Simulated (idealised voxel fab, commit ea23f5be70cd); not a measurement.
voxel transistor to metal: a process module
Square cells of 5 nm make up the cross-section cut, whose width is 175 nm.
Heads up, the way a cross-section reads in here is a grid of square cells, handed over as bands from the top down, with every band being one or more rows of cells.
What a band's entry tells you: where the top is and where the bottom is, as heights in nm, and after that what lies inside, material by material from left to right, each with its width in nm. Empty space is written as the word "empty", and a single material marked with the word "throughout" occupies the band from edge to edge.
Zero point of the height axis is 0; under it, received wafer = one material. Lowest band: continues down indefinitely, "0 down".
A width such as "30..40" changes by the same amount from each row of cells to the next, from the band's top row to its bottom row.
It should be understood that the words "nothing changed", when stated for a given step, signify that the cross-section underwent no change in any of its cells during that step.
Entry "Cavities, sealed" = empty spaces >= 8 cells with no open way to the top; each as width x height at distance, distance from left edge, all nm.
Step line, after settings: the simulator's comment on this step.
A step's line can hold "overlay nm"; with a mask on that step, the setting says how far right of the planned place the mask lay, while a negative setting says it lay to the left.
Heads up before you read on: it's before/after pairs around one process step each, after side only down to the lowest band that changed, step plus settings under the pair. Pairs can be from different runs of this module, same starting wafer, so only chain a pair onto the one above if its "Pre-step cross-section" entry says so.

Pre-step cross-section:
	140 to 130  Cu throughout
	130 to 125  TiN (45), Cu (5), TiN (75), Cu (5), TiN (45)
	125 to 100  SiO2 (40), TiN (5), Cu (5), TiN (5), SiO2 (65), TiN (5), Cu (5), TiN (5), SiO2 (40)
	100 to 95  SiO2 (40), TiN (15), SiO2 (65), TiN (15), SiO2 (40)
	95 to 65  SiO2 throughout
	65 to 60  SiCN throughout
	60 to 55  SiCN (35), Ru (25), SiCN (55), Ru (25), SiCN (35)
	55 to 40  SiO2 (40), TiN (5), Cu (5), TiN (5), SiO2 (65), TiN (5), Cu (5), TiN (5), SiO2 (40)
	40 to 35  SiN (40), TiN (15), SiN (65), TiN (15), SiN (40)
	35 to 20  SiO2 (40), TiN (5), Ru (5), TiN (5), SiO2 (65), TiN (5), Ru (5), TiN (5), SiO2 (40)
	20 to 5  SiO2 (40), TiN (5), Ru (5), TiN (5), SiO2 (5), SiN (10), HfO2 (5), TiN (5), W (15), TiN (5), HfO2 (5), SiN (10), SiO2 (5), TiN (5), Ru (5), TiN (5), SiO2 (40)
	5 to 0  SiO2 (30), SiN (10), TiN (15), SiO2 (5), SiN (10), HfO2 (5), TiN (25), HfO2 (5), SiN (10), SiO2 (5), TiN (15), SiN (10), SiO2 (30)
	0 to -5  SiO2 (40), SiGe (20), SiO2 (10), HfO2 (35), SiO2 (10), SiGe (20), SiO2 (40)
	-5 to -30  SiO2 (30), Si (115), SiO2 (30)
	-30 down  Si throughout
	Cavities, sealed: none

Post-Step Section View:
	95 to 65  SiO2 throughout
	Rest of section, below 65: as before.
	Cavities, sealed: none
The two cross-sections above are separated by a single process step, namely CMP, height nm 95

Pre-step cross-section: no separate figure, the pair right above already shows it after its step.

Post-Step Section View:
	100 to 95  SiCN throughout
	Rest of section, below 95: as before.
	Cavities, sealed: none
The two cross-sections above are separated by a single process step, namely CONFORMAL_DEP, material SiCN, thk nm 5

Pre-step cross-section:
	35 to 20  SiO2 (40), TiN (5), Ru (5), TiN (5), SiO2 (65), TiN (5), Ru (5), TiN (5), SiO2 (40)
	20 to 5  SiO2 (40), TiN (5), Ru (5), TiN (5), SiO2 (5), SiN (10), HfO2 (5), TiN (5), W (15), TiN (5), HfO2 (5), SiN (10), SiO2 (5), TiN (5), Ru (5), TiN (5), SiO2 (40)
	5 to 0  SiO2 (30), SiN (10), TiN (15), SiO2 (5), SiN (10), HfO2 (5), TiN (25), HfO2 (5), SiN (10), SiO2 (5), TiN (15), SiN (10), SiO2 (30)
	0 to -5  SiO2 (40), SiGe (20), SiO2 (10), HfO2 (35), SiO2 (10), SiGe (20), SiO2 (40)
	-5 to -30  SiO2 (30), Si (115), SiO2 (30)
	-30 down  Si throughout
	Cavities, sealed: none

Post-Step Section View:
	50 to 35  SiO2 throughout
	Rest of section, below 35: as before.
	Cavities, sealed: none
The two cross-sections above are separated by a single process step, namely DIRECTIONAL_DEP, material SiO2, thk nm 15

Pre-step cross-section: no separate figure, the pair right above already shows it after its step.

Post-Step Section View:
	55 to 50  SiN throughout
	Rest of section, below 50: as before.
	Cavities, sealed: none
The two cross-sections above are separated by a single process step, namely CONFORMAL_DEP, material SiN, thk nm 5

Pre-step cross-section: no separate figure, the pair right above already shows it after its step.

Post-Step Section View:
	55 to 50  SiN (40), empty (15), SiN (65), empty (15), SiN (40)
	Rest of section, below 50: as before.
	Cavities, sealed: none
The two cross-sections above are separated by a single process step, namely MASKED_ETCH, tone open, mask id METAL_1, width nm 15, pitch nm 80, etch materials SiN, depth nm 5, overlay nm 0

Pre-step cross-section: no separate figure, the pair right above already shows it after its step.

Post-Step Section View:
	60 to 55  TiN (45), empty (5), TiN (75), empty (5), TiN (45)
	55 to 50  SiN (40), TiN (15), SiN (65), TiN (15), SiN (40)
	Rest of section, below 50: as before.
	Cavities, sealed: none
The two cross-sections above are separated by a single process step, namely CONFORMAL_DEP, material TiN, thk nm 5

Pre-step cross-section: no separate figure, the pair right above already shows it after its step.

Post-Step Section View:
	70 to 60  Cu throughout
	60 to 55  TiN (45), Cu (5), TiN (75), Cu (5), TiN (45)
	Rest of section, below 55: as before.
	Cavities, sealed: none
The two cross-sections above are separated by a single process step, namely FILL_DEP, material Cu, thk nm 10

Pre-step cross-section: no separate figure, the pair right above already shows it after its step.

Post-Step Section View:
	55 to 50  SiN (40), TiN (15), SiN (65), TiN (15), SiN (40)
	Rest of section, below 50: as before.
	Cavities, sealed: none
The two cross-sections above are separated by a single process step, namely CMP, height nm 55

Pre-step cross-section: no separate figure, the pair right above already shows it after its step.

Post-Step Section View:
	60 to 55  empty (35), Ru (25), empty (55), Ru (25), empty (35)
	Rest of section, below 55: as before.
	Cavities, sealed: none
The two cross-sections above are separated by a single process step, namely EPI, material Ru, thk nm 5

Pre-step cross-section: no separate figure, the pair right above already shows it after its step.

Post-Step Section View:
	65 to 60  SiCN throughout
	60 to 55  SiCN (35), Ru (25), SiCN (55), Ru (25), SiCN (35)
	Rest of section, below 55: as before.
	Cavities, sealed: none
The two cross-sections above are separated by a single process step, namely FILL_DEP, material SiCN, thk nm 5

Pre-step cross-section: no separate figure, the pair right above already shows it after its step.

Post-Step Section View:
	95 to 65  SiO2 throughout
	Rest of section, below 65: as before.
	Cavities, sealed: none
The two cross-sections above are separated by a single process step, namely DIRECTIONAL_DEP, material SiO2, thk nm 30

Pre-step cross-section: no separate figure, the pair right above already shows it after its step.

Post-Step Section View:
	95 to 75  SiO2 (40), empty (15), SiO2 (65), empty (15), SiO2 (40)
	Rest of section, below 75: as before.
	Cavities, sealed: none
The two cross-sections above are separated by a single process step, namely MASKED_ETCH, tone open, mask id METAL_2, width nm 15, pitch nm 80, etch materials SiO2, depth nm 20, overlay nm 0

Pre-step cross-section: no separate figure, the pair right above already shows it after its step.

Post-Step Section View:
	115 to 95  resist (40), empty (15), resist (65), empty (15), resist (40)
	Rest of section, below 95: as before.
	Cavities, sealed: none
The two cross-sections above are separated by a single process step, namely PATTERN, tone open, mask id METAL_2_HOLES, material resist, width nm 15, pitch nm 80, thk nm 20, overlay nm 0

Pre-step cross-section: no separate figure, the pair right above already shows it after its step.

Post-Step Section View:
	115 to 95  resist (40), empty (15), resist (65), empty (15), resist (40)
	95 to 65  SiO2 (40), empty (15), SiO2 (65), empty (15), SiO2 (40)
	Rest of section, below 65: as before.
	Cavities, sealed: none
The two cross-sections above are separated by a single process step, namely DIRECTIONAL_ETCH, etch materials SiO2, depth nm 10

Pre-step cross-section: no separate figure, the pair right above already shows it after its step.

Post-Step Section View:
	115 to 95  resist (40), empty (15), resist (65), empty (15), resist (40)
	95 to 65  SiO2 (40), empty (15), SiO2 (65), empty (15), SiO2 (40)
	65 to 60  SiCN (40), empty (15), SiCN (65), empty (15), SiCN (40)
	Rest of section, below 60: as before.
	Cavities, sealed: none
The two cross-sections above are separated by a single process step, namely DIRECTIONAL_ETCH, etch materials SiCN, depth nm 5

Pre-step cross-section: no separate figure, the pair right above already shows it after its step.

Post-Step Section View:
	95 to 65  SiO2 (40), empty (15), SiO2 (65), empty (15), SiO2 (40)
	Rest of section, below 65: as before.
	Cavities, sealed: none
The two cross-sections above are separated by a single process step, namely STRIP, etch materials resist

Pre-step cross-section: no separate figure, the pair right above already shows it after its step.

Post-Step Section View:
	100 to 95  TiN (45), empty (5), TiN (75), empty (5), TiN (45)
	95 to 65  SiO2 (40), TiN (5), empty (5), TiN (5), SiO2 (65), TiN (5), empty (5), TiN (5), SiO2 (40)
	65 to 60  SiCN (40), TiN (15), SiCN (65), TiN (15), SiCN (40)
	Rest of section, below 60: as before.
	Cavities, sealed: none
The two cross-sections above are separated by a single process step, namely CONFORMAL_DEP, material TiN, thk nm 5

Pre-step cross-section: no separate figure, the pair right above already shows it after its step.

Post-Step Section View:
	110 to 100  Cu throughout
	100 to 95  TiN (45), Cu (5), TiN (75), Cu (5), TiN (45)
	95 to 65  SiO2 (40), TiN (5), Cu (5), TiN (5), SiO2 (65), TiN (5), Cu (5), TiN (5), SiO2 (40)
	Rest of section, below 65: as before.
	Cavities, sealed: none
The two cross-sections above are separated by a single process step, namely FILL_DEP, material Cu, thk nm 10

Pre-step cross-section: no separate figure, the pair right above already shows it after its step.

Post-Step Section View:
	95 to 65  SiO2 (40), TiN (5), Cu (5), TiN (5), SiO2 (65), TiN (5), Cu (5), TiN (5), SiO2 (40)
	Rest of section, below 65: as before.
	Cavities, sealed: none
The two cross-sections above are separated by a single process step, namely CMP, height nm 95

Pre-step cross-section: no separate figure, the pair right above already shows it after its step.

Post-Step Section View:
	100 to 95  SiCN throughout
	Rest of section, below 95: as before.
	Cavities, sealed: none
The two cross-sections above are separated by a single process step, namely CONFORMAL_DEP, material SiCN, thk nm 5

Pre-step cross-section:
	45 to 40  Ru throughout
	40 to 35  TiN (45), Ru (5), TiN (75), Ru (5), TiN (45)
	35 to 20  SiO2 (40), TiN (5), Ru (5), TiN (5), SiO2 (65), TiN (5), Ru (5), TiN (5), SiO2 (40)
	20 to 5  SiO2 (40), TiN (5), Ru (5), TiN (5), SiO2 (5), SiN (10), HfO2 (5), TiN (5), W (15), TiN (5), HfO2 (5), SiN (10), SiO2 (5), TiN (5), Ru (5), TiN (5), SiO2 (40)
	5 to 0  SiO2 (30), SiN (10), TiN (15), SiO2 (5), SiN (10), HfO2 (5), TiN (25), HfO2 (5), SiN (10), SiO2 (5), TiN (15), SiN (10), SiO2 (30)
	0 to -5  SiO2 (40), SiGe (20), SiO2 (10), HfO2 (35), SiO2 (10), SiGe (20), SiO2 (40)
	-5 to -30  SiO2 (30), Si (115), SiO2 (30)
	-30 down  Si throughout
	Cavities, sealed: none

Post-Step Section View:
	30 to 20  SiO2 (40), TiN (5), Ru (5), TiN (5), SiO2 (65), TiN (5), Ru (5), TiN (5), SiO2 (40)
	Rest of section, below 20: as before.
	Cavities, sealed: none
The two cross-sections above are separated by a single process step, namely CMP, height nm 30

Pre-step cross-section: no separate figure, the pair right above already shows it after its step.

Post-Step Section View:
	35 to 30  SiN throughout
	Rest of section, below 30: as before.
	Cavities, sealed: none
The two cross-sections above are separated by a single process step, namely CONFORMAL_DEP, material SiN, thk nm 5

Pre-step cross-section: no separate figure, the pair right above already shows it after its step.

Post-Step Section View:
	50 to 35  SiO2 throughout
	Rest of section, below 35: as before.
	Cavities, sealed: none
The two cross-sections above are separated by a single process step, namely DIRECTIONAL_DEP, material SiO2, thk nm 15

Pre-step cross-section: no separate figure, the pair right above already shows it after its step.

Post-Step Section View:
	50 to 35  SiO2 (40), empty (15), SiO2 (65), empty (15), SiO2 (40)
	Rest of section, below 35: as before.
	Cavities, sealed: none
The two cross-sections above are separated by a single process step, namely MASKED_ETCH, tone open, mask id METAL_1, width nm 15, pitch nm 80, etch materials SiO2, depth nm 15, overlay nm 0

Pre-step cross-section: no separate figure, the pair right above already shows it after its step.

Post-Step Section View:
	50 to 35  SiO2 (40), empty (15), SiO2 (65), empty (15), SiO2 (40)
	35 to 30  SiN (40), empty (15), SiN (65), empty (15), SiN (40)
	Rest of section, below 30: as before.
	Cavities, sealed: none
The two cross-sections above are separated by a single process step, namely MASKED_ETCH, tone open, mask id METAL_1, width nm 15, pitch nm 80, etch materials SiN, depth nm 5, overlay nm 0

Pre-step cross-section: no separate figure, the pair right above already shows it after its step.

Post-Step Section View:
	55 to 50  TiN (45), empty (5), TiN (75), empty (5), TiN (45)
	50 to 35  SiO2 (40), TiN (5), empty (5), TiN (5), SiO2 (65), TiN (5), empty (5), TiN (5), SiO2 (40)
	35 to 30  SiN (40), TiN (15), SiN (65), TiN (15), SiN (40)
	Rest of section, below 30: as before.
	Cavities, sealed: none
The two cross-sections above are separated by a single process step, namely CONFORMAL_DEP, material TiN, thk nm 5

Pre-step cross-section: no separate figure, the pair right above already shows it after its step.

Post-Step Section View:
	65 to 55  Cu throughout
	55 to 50  TiN (45), Cu (5), TiN (75), Cu (5), TiN (45)
	50 to 35  SiO2 (40), TiN (5), Cu (5), TiN (5), SiO2 (65), TiN (5), Cu (5), TiN (5), SiO2 (40)
	Rest of section, below 35: as before.
	Cavities, sealed: none
The two cross-sections above are separated by a single process step, namely FILL_DEP, material Cu, thk nm 10

Pre-step cross-section: no separate figure, the pair right above already shows it after its step.

Post-Step Section View:
	55 to 50  TiN (45), Cu (5), TiN (75), Cu (5), TiN (45)
	Rest of section, below 50: as before.
	Cavities, sealed: none
The two cross-sections above are separated by a single process step, namely CMP, height nm 55

Pre-step cross-section: no separate figure, the pair right above already shows it after its step.

Post-Step Section View:
	60 to 55  Ru throughout
	Rest of section, below 55: as before.
	Cavities, sealed: none
The two cross-sections above are separated by a single process step, namely EPI, material Ru, thk nm 5

Pre-step cross-section: no separate figure, the pair right above already shows it after its step.

Post-Step Section View:
	65 to 60  SiCN throughout
	Rest of section, below 60: as before.
	Cavities, sealed: none
The two cross-sections above are separated by a single process step, namely FILL_DEP, material SiCN, thk nm 5

Pre-step cross-section: no separate figure, the pair right above already shows it after its step.

Post-Step Section View:
	95 to 65  SiO2 throughout
	Rest of section, below 65: as before.
	Cavities, sealed: none
The two cross-sections above are separated by a single process step, namely DIRECTIONAL_DEP, material SiO2, thk nm 30

Pre-step cross-section: no separate figure, the pair right above already shows it after its step.

Post-Step Section View:
	95 to 75  SiO2 (40), empty (15), SiO2 (65), empty (15), SiO2 (40)
	Rest of section, below 75: as before.
	Cavities, sealed: none
The two cross-sections above are separated by a single process step, namely MASKED_ETCH, tone open, mask id METAL_2, width nm 15, pitch nm 80, etch materials SiO2, depth nm 20, overlay nm 0

Pre-step cross-section: no separate figure, the pair right above already shows it after its step.

Post-Step Section View:
	115 to 95  resist (40), empty (15), resist (65), empty (15), resist (40)
	Rest of section, below 95: as before.
	Cavities, sealed: none
The two cross-sections above are separated by a single process step, namely PATTERN, tone open, mask id METAL_2_HOLES, material resist, width nm 15, pitch nm 80, thk nm 20, overlay nm 0

Pre-step cross-section: no separate figure, the pair right above already shows it after its step.

Post-Step Section View:
	115 to 95  resist (40), empty (15), resist (65), empty (15), resist (40)
	95 to 65  SiO2 (40), empty (15), SiO2 (65), empty (15), SiO2 (40)
	Rest of section, below 65: as before.
	Cavities, sealed: none
The two cross-sections above are separated by a single process step, namely DIRECTIONAL_ETCH, etch materials SiO2, depth nm 10

Pre-step cross-section: no separate figure, the pair right above already shows it after its step.

Post-Step Section View:
	115 to 95  resist (40), empty (15), resist (65), empty (15), resist (40)
	95 to 65  SiO2 (40), empty (15), SiO2 (65), empty (15), SiO2 (40)
	65 to 60  SiCN (40), empty (15), SiCN (65), empty (15), SiCN (40)
	Rest of section, below 60: as before.
	Cavities, sealed: none
The two cross-sections above are separated by a single process step, namely DIRECTIONAL_ETCH, etch materials SiCN, depth nm 5

Pre-step cross-section: no separate figure, the pair right above already shows it after its step.

Post-Step Section View:
	95 to 65  SiO2 (40), empty (15), SiO2 (65), empty (15), SiO2 (40)
	Rest of section, below 65: as before.
	Cavities, sealed: none
The two cross-sections above are separated by a single process step, namely STRIP, etch materials resist

Pre-step cross-section: no separate figure, the pair right above already shows it after its step.

Post-Step Section View:
	100 to 95  TiN (45), empty (5), TiN (75), empty (5), TiN (45)
	95 to 65  SiO2 (40), TiN (5), empty (5), TiN (5), SiO2 (65), TiN (5), empty (5), TiN (5), SiO2 (40)
	65 to 60  SiCN (40), TiN (15), SiCN (65), TiN (15), SiCN (40)
	Rest of section, below 60: as before.
	Cavities, sealed: none
The two cross-sections above are separated by a single process step, namely CONFORMAL_DEP, material TiN, thk nm 5

Pre-step cross-section: no separate figure, the pair right above already shows it after its step.

Post-Step Section View:
	110 to 100  Cu throughout
	100 to 95  TiN (45), Cu (5), TiN (75), Cu (5), TiN (45)
	95 to 65  SiO2 (40), TiN (5), Cu (5), TiN (5), SiO2 (65), TiN (5), Cu (5), TiN (5), SiO2 (40)
	Rest of section, below 65: as before.
	Cavities, sealed: none
The two cross-sections above are separated by a single process step, namely FILL_DEP, material Cu, thk nm 10

Pre-step cross-section: no separate figure, the pair right above already shows it after its step.

Post-Step Section View:
	95 to 65  SiO2 (40), TiN (5), Cu (5), TiN (5), SiO2 (65), TiN (5), Cu (5), TiN (5), SiO2 (40)
	Rest of section, below 65: as before.
	Cavities, sealed: none
The two cross-sections above are separated by a single process step, namely CMP, height nm 95

Pre-step cross-section: no separate figure, the pair right above already shows it after its step.

Post-Step Section View:
	100 to 95  SiCN throughout
	Rest of section, below 95: as before.
	Cavities, sealed: none
The two cross-sections above are separated by a single process step, namely CONFORMAL_DEP, material SiCN, thk nm 5

Pre-step cross-section:
	95 to 75  SiO2 (40), empty (15), SiO2 (65), empty (15), SiO2 (40)
	75 to 65  SiO2 throughout
	65 to 60  SiCN throughout
	60 to 55  SiCN (35), Ru (25), SiCN (55), Ru (25), SiCN (35)
	55 to 40  SiO2 (40), TiN (5), Cu (5), TiN (5), SiO2 (65), TiN (5), Cu (5), TiN (5), SiO2 (40)
	40 to 35  SiN (40), TiN (15), SiN (65), TiN (15), SiN (40)
	35 to 20  SiO2 (40), TiN (5), Ru (5), TiN (5), SiO2 (65), TiN (5), Ru (5), TiN (5), SiO2 (40)
	20 to 5  SiO2 (40), TiN (5), Ru (5), TiN (5), SiO2 (5), SiN (10), HfO2 (5), TiN (5), W (15), TiN (5), HfO2 (5), SiN (10), SiO2 (5), TiN (5), Ru (5), TiN (5), SiO2 (40)
	5 to 0  SiO2 (30), SiN (10), TiN (15), SiO2 (5), SiN (10), HfO2 (5), TiN (25), HfO2 (5), SiN (10), SiO2 (5), TiN (15), SiN (10), SiO2 (30)
	0 to -5  SiO2 (40), SiGe (20), SiO2 (10), HfO2 (35), SiO2 (10), SiGe (20), SiO2 (40)
	-5 to -30  SiO2 (30), Si (115), SiO2 (30)
	-30 down  Si throughout
	Cavities, sealed: none

Post-Step Section View:
	115 to 95  resist (40), empty (20), resist (60), empty (20), resist (35)
	Rest of section, below 95: as before.
	Cavities, sealed: none
The two cross-sections above are separated by a single process step, namely PATTERN, tone open, mask id METAL_2_HOLES, material resist, width nm 20, pitch nm 80, thk nm 20, overlay nm 0

Pre-step cross-section: no separate figure, the pair right above already shows it after its step.

Post-Step Section View:
	115 to 95  resist (40), empty (20), resist (60), empty (20), resist (35)
	95 to 85  SiO2 (40), empty (20), SiO2 (60), empty (20), SiO2 (35)
	85 to 65  SiO2 (40), empty (15), SiO2 (65), empty (15), SiO2 (40)
	Rest of section, below 65: as before.
	Cavities, sealed: none
The two cross-sections above are separated by a single process step, namely DIRECTIONAL_ETCH, etch materials SiO2, depth nm 10

Pre-step cross-section: no separate figure, the pair right above already shows it after its step.

Post-Step Section View:
	115 to 95  resist (40), empty (20), resist (60), empty (20), resist (35)
	95 to 85  SiO2 (40), empty (20), SiO2 (60), empty (20), SiO2 (35)
	85 to 65  SiO2 (40), empty (15), SiO2 (65), empty (15), SiO2 (40)
	65 to 60  SiCN (40), empty (15), SiCN (65), empty (15), SiCN (40)
	Rest of section, below 60: as before.
	Cavities, sealed: none
The two cross-sections above are separated by a single process step, namely DIRECTIONAL_ETCH, etch materials SiCN, depth nm 5

Pre-step cross-section: no separate figure, the pair right above already shows it after its step.

Post-Step Section View:
	95 to 85  SiO2 (40), empty (20), SiO2 (60), empty (20), SiO2 (35)
	Rest of section, below 85: as before.
	Cavities, sealed: none
The two cross-sections above are separated by a single process step, namely STRIP, etch materials resist

Pre-step cross-section: no separate figure, the pair right above already shows it after its step.

Post-Step Section View:
	100 to 95  TiN (45), empty (10), TiN (70), empty (10), TiN (40)
	95 to 85  SiO2 (40), TiN (5), empty (10..5), TiN (5..10), SiO2 (60), TiN (5), empty (10..5), TiN (5..10), SiO2 (35)
	85 to 65  SiO2 (40), TiN (5), empty (5), TiN (5), SiO2 (65), TiN (5), empty (5), TiN (5), SiO2 (40)
	65 to 60  SiCN (40), TiN (15), SiCN (65), TiN (15), SiCN (40)
	Rest of section, below 60: as before.
	Cavities, sealed: none
The two cross-sections above are separated by a single process step, namely CONFORMAL_DEP, material TiN, thk nm 5

Pre-step cross-section: no separate figure, the pair right above already shows it after its step.

Post-Step Section View:
	110 to 100  Cu throughout
	100 to 95  TiN (45), Cu (10), TiN (70), Cu (10), TiN (40)
	95 to 85  SiO2 (40), TiN (5), Cu (10..5), TiN (5..10), SiO2 (60), TiN (5), Cu (10..5), TiN (5..10), SiO2 (35)
	85 to 65  SiO2 (40), TiN (5), Cu (5), TiN (5), SiO2 (65), TiN (5), Cu (5), TiN (5), SiO2 (40)
	Rest of section, below 65: as before.
	Cavities, sealed: none
The two cross-sections above are separated by a single process step, namely FILL_DEP, material Cu, thk nm 10

Pre-step cross-section: no separate figure, the pair right above already shows it after its step.

Post-Step Section View:
	95 to 85  SiO2 (40), TiN (5), Cu (10..5), TiN (5..10), SiO2 (60), TiN (5), Cu (10..5), TiN (5..10), SiO2 (35)
	Rest of section, below 85: as before.
	Cavities, sealed: none
The two cross-sections above are separated by a single process step, namely CMP, height nm 95

Pre-step cross-section: no separate figure, the pair right above already shows it after its step.

Post-Step Section View:
	100 to 95  SiCN throughout
	Rest of section, below 95: as before.
	Cavities, sealed: none
The two cross-sections above are separated by a single process step, namely CONFORMAL_DEP, material SiCN, thk nm 5

Pre-step cross-section:
	55 to 40  SiO2 (40), empty (15), SiO2 (65), empty (15), SiO2 (40)
	40 to 35  SiN throughout
	35 to 20  SiO2 (40), TiN (5), Ru (5), TiN (5), SiO2 (65), TiN (5), Ru (5), TiN (5), SiO2 (40)
	20 to 5  SiO2 (40), TiN (5), Ru (5), TiN (5), SiO2 (5), SiN (10), HfO2 (5), TiN (5), W (15), TiN (5), HfO2 (5), SiN (10), SiO2 (5), TiN (5), Ru (5), TiN (5), SiO2 (40)
	5 to 0  SiO2 (30), SiN (10), TiN (15), SiO2 (5), SiN (10), HfO2 (5), TiN (25), HfO2 (5), SiN (10), SiO2 (5), TiN (15), SiN (10), SiO2 (30)
	0 to -5  SiO2 (40), SiGe (20), SiO2 (10), HfO2 (35), SiO2 (10), SiGe (20), SiO2 (40)
	-5 to -30  SiO2 (30), Si (115), SiO2 (30)
	-30 down  Si throughout
	Cavities, sealed: none

Post-Step Section View:
	55 to 40  SiO2 (40), empty (15), SiO2 (65), empty (15), SiO2 (40)
	40 to 35  SiN (50), empty (5), SiN (75), empty (5), SiN (40)
	Rest of section, below 35: as before.
	Cavities, sealed: none
The two cross-sections above are separated by a single process step, namely MASKED_ETCH, tone open, mask id METAL_1, width nm 15, pitch nm 80, etch materials SiN, depth nm 5, overlay nm 10

Pre-step cross-section: no separate figure, the pair right above already shows it after its step.

Post-Step Section View:
	60 to 55  TiN (45), empty (5), TiN (75), empty (5), TiN (45)
	55 to 45  SiO2 (40), TiN (5), empty (5), TiN (5), SiO2 (65), TiN (5), empty (5), TiN (5), SiO2 (40)
	45 to 40  SiO2 (40), TiN (15), SiO2 (65), TiN (15), SiO2 (40)
	40 to 35  SiN (50), TiN (5), SiN (75), TiN (5), SiN (40)
	Rest of section, below 35: as before.
	Cavities, sealed: none
The two cross-sections above are separated by a single process step, namely CONFORMAL_DEP, material TiN, thk nm 5

Pre-step cross-section: no separate figure, the pair right above already shows it after its step.

Post-Step Section View:
	70 to 60  Cu throughout
	60 to 55  TiN (45), Cu (5), TiN (75), Cu (5), TiN (45)
	55 to 45  SiO2 (40), TiN (5), Cu (5), TiN (5), SiO2 (65), TiN (5), Cu (5), TiN (5), SiO2 (40)
	Rest of section, below 45: as before.
	Cavities, sealed: none
The two cross-sections above are separated by a single process step, namely FILL_DEP, material Cu, thk nm 10

Pre-step cross-section: no separate figure, the pair right above already shows it after its step.

Post-Step Section View:
	55 to 45  SiO2 (40), TiN (5), Cu (5), TiN (5), SiO2 (65), TiN (5), Cu (5), TiN (5), SiO2 (40)
	Rest of section, below 45: as before.
	Cavities, sealed: none
The two cross-sections above are separated by a single process step, namely CMP, height nm 55

Pre-step cross-section: no separate figure, the pair right above already shows it after its step.

Post-Step Section View:
	60 to 55  empty (35), Ru (25), empty (55), Ru (25), empty (35)
	Rest of section, below 55: as before.
	Cavities, sealed: none
The two cross-sections above are separated by a single process step, namely EPI, material Ru, thk nm 5

Pre-step cross-section: no separate figure, the pair right above already shows it after its step.

Post-Step Section View:
	65 to 60  SiCN throughout
	60 to 55  SiCN (35), Ru (25), SiCN (55), Ru (25), SiCN (35)
	Rest of section, below 55: as before.
	Cavities, sealed: none
The two cross-sections above are separated by a single process step, namely FILL_DEP, material SiCN, thk nm 5

Pre-step cross-section: no separate figure, the pair right above already shows it after its step.

Post-Step Section View:
	95 to 65  SiO2 throughout
	Rest of section, below 65: as before.
	Cavities, sealed: none
The two cross-sections above are separated by a single process step, namely DIRECTIONAL_DEP, material SiO2, thk nm 30

Pre-step cross-section: no separate figure, the pair right above already shows it after its step.

Post-Step Section View:
	95 to 75  SiO2 (40), empty (15), SiO2 (65), empty (15), SiO2 (40)
	Rest of section, below 75: as before.
	Cavities, sealed: none
The two cross-sections above are separated by a single process step, namely MASKED_ETCH, tone open, mask id METAL_2, width nm 15, pitch nm 80, etch materials SiO2, depth nm 20, overlay nm 0

Pre-step cross-section: no separate figure, the pair right above already shows it after its step.

Post-Step Section View:
	115 to 95  resist (40), empty (15), resist (65), empty (15), resist (40)
	Rest of section, below 95: as before.
	Cavities, sealed: none
The two cross-sections above are separated by a single process step, namely PATTERN, tone open, mask id METAL_2_HOLES, material resist, width nm 15, pitch nm 80, thk nm 20, overlay nm 0

Pre-step cross-section: no separate figure, the pair right above already shows it after its step.

Post-Step Section View:
	115 to 95  resist (40), empty (15), resist (65), empty (15), resist (40)
	95 to 65  SiO2 (40), empty (15), SiO2 (65), empty (15), SiO2 (40)
	Rest of section, below 65: as before.
	Cavities, sealed: none
The two cross-sections above are separated by a single process step, namely DIRECTIONAL_ETCH, etch materials SiO2, depth nm 10

Pre-step cross-section: no separate figure, the pair right above already shows it after its step.

Post-Step Section View:
	115 to 95  resist (40), empty (15), resist (65), empty (15), resist (40)
	95 to 65  SiO2 (40), empty (15), SiO2 (65), empty (15), SiO2 (40)
	65 to 60  SiCN (40), empty (15), SiCN (65), empty (15), SiCN (40)
	Rest of section, below 60: as before.
	Cavities, sealed: none
The two cross-sections above are separated by a single process step, namely DIRECTIONAL_ETCH, etch materials SiCN, depth nm 5

Pre-step cross-section: no separate figure, the pair right above already shows it after its step.

Post-Step Section View:
	95 to 65  SiO2 (40), empty (15), SiO2 (65), empty (15), SiO2 (40)
	Rest of section, below 65: as before.
	Cavities, sealed: none
The two cross-sections above are separated by a single process step, namely STRIP, etch materials resist

Pre-step cross-section: no separate figure, the pair right above already shows it after its step.

Post-Step Section View:
	100 to 95  TiN (45), empty (5), TiN (75), empty (5), TiN (45)
	95 to 65  SiO2 (40), TiN (5), empty (5), TiN (5), SiO2 (65), TiN (5), empty (5), TiN (5), SiO2 (40)
	65 to 60  SiCN (40), TiN (15), SiCN (65), TiN (15), SiCN (40)
	Rest of section, below 60: as before.
	Cavities, sealed: none
The two cross-sections above are separated by a single process step, namely CONFORMAL_DEP, material TiN, thk nm 5

Pre-step cross-section: no separate figure, the pair right above already shows it after its step.

Post-Step Section View:
	110 to 100  Cu throughout
	100 to 95  TiN (45), Cu (5), TiN (75), Cu (5), TiN (45)
	95 to 65  SiO2 (40), TiN (5), Cu (5), TiN (5), SiO2 (65), TiN (5), Cu (5), TiN (5), SiO2 (40)
	Rest of section, below 65: as before.
	Cavities, sealed: none
The two cross-sections above are separated by a single process step, namely FILL_DEP, material Cu, thk nm 10

Pre-step cross-section: no separate figure, the pair right above already shows it after its step.

Post-Step Section View:
	95 to 65  SiO2 (40), TiN (5), Cu (5), TiN (5), SiO2 (65), TiN (5), Cu (5), TiN (5), SiO2 (40)
	Rest of section, below 65: as before.
	Cavities, sealed: none
The two cross-sections above are separated by a single process step, namely CMP, height nm 95

Pre-step cross-section: no separate figure, the pair right above already shows it after its step.

Post-Step Section View:
	100 to 95  SiCN throughout
	Rest of section, below 95: as before.
	Cavities, sealed: none
The two cross-sections above are separated by a single process step, namely CONFORMAL_DEP, material SiCN, thk nm 5

Pre-step cross-section:
	5 to 0  SiO2 (25), empty (125), SiO2 (25)
	0 to -5  SiO2 throughout
	-5 to -30  SiO2 (30), Si (115), SiO2 (30)
	-30 down  Si throughout
	Cavities, sealed: none

Post-Step Section View:
	30 to 25  HfO2 (25), empty (125), HfO2 (25)
	25 to 5  HfO2 throughout
	5 to 0  SiO2 (25), HfO2 (125), SiO2 (25)
	Rest of section, below 0: as before.
	Cavities, sealed: none
The two cross-sections above are separated by a single process step, namely DIRECTIONAL_DEP, material HfO2, thk nm 25

Pre-step cross-section: no separate figure, the pair right above already shows it after its step.

Post-Step Section View:
	40 to 35  SiCN (25), empty (125), SiCN (25)
	35 to 30  SiCN throughout
	30 to 25  HfO2 (25), SiCN (125), HfO2 (25)
	Rest of section, below 25: as before.
	Cavities, sealed: none
The two cross-sections above are separated by a single process step, namely DIRECTIONAL_DEP, material SiCN, thk nm 10
